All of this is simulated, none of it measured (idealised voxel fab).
The name of this process module is voxel local oxidation.
This is section cut - it's 180 nm across, gridded in 5 nm square cells.
This document writes a cross-section as a grid whose cells are square, and gives it as bands, listed from the top down; one or more rows of cells form a band.
Band: top and bottom heights (nm) first, top before bottom; then materials from left to right, widths in nm. "everywhere" marks a sole material filling the band edge to edge. "air" denotes empty space.
All heights in this document are referenced to 0, defined as the level beneath which the wafer, as received, consists entirely of one material. The lowest band is not bounded below; it extends indefinitely downward and is written in the form "top 0, no bottom".
A width given as "30->40" starts at the first number in the band's top row and ends at the second number in its bottom row, shifting by an equal amount at every step from row to row.
For the purposes of this document, the phrase "remains unaltered" attached to a step denotes that no cell within the cross-section was modified by that step.
"Listed closed voids": empty spaces of 8 cells or more with no open way to the top, each given as width x height at distance, distance from the left edge, all in nm.
The remark found on a step's line after its settings is issued by the simulator itself and pertains to that step.
overlay nm: where the mask lay relative to plan, measured to the right, on steps with a mask; negatives go left.
-- Process steps (planned)
1 RECEIVE (material Si)
2 OXIDIZE (depth nm 5)
3 CONFORMAL_DEP (material SiN; thk nm 15)
4 PATTERN (tone cover; mask id ACTIVE; material resist; width nm 130; thk nm 20; overlay nm 0)
5 DIRECTIONAL_ETCH (etch materials SiN; depth nm 15)
6 STRIP (etch materials resist)
7 SELECTIVE_ETCH (etch materials SiO2; depth nm 5)
8 OXIDIZE (depth nm 15)
9 STRIP (etch materials SiN)
-- Step 1 complete: cross-section of the wafer as received
top 0, no bottom: Si everywhere
Listed closed voids: none
-- The first of two wafers, cross-sectioned at the end of the module, with the run proceeding as planned
top 0, bottom -5: 30 of air, then 120 of SiO2, then 30 of air
top -5, bottom -20: 45 of SiO2, then 90 of Si, then 45 of SiO2
top -20, no bottom: Si everywhere
Listed closed voids: none
-- Presented here is a cross-section of the second of the two wafers as it stood at the end of the module. It was started in the same manner and assigned the same plan as the first wafer; however, one mistake was made in its execution
top 0, bottom -5: 20 of SiO2, then 140 of air, then 20 of SiO2
top -5, bottom -20: 5 of Si, then 170 of SiO2, then 5 of Si
top -20, no bottom: Si everywhere
Listed closed voids: none
Against the plan, the run slipped here: step 4 ran as: PATTERN (tone open; mask id ACTIVE; material resist; width nm 130; thk nm 20; overlay nm 0)
Heads up, by the end the second wafer has more or fewer cells of some materials compared to the first: Si: 48 fewer, SiO2: 32 more
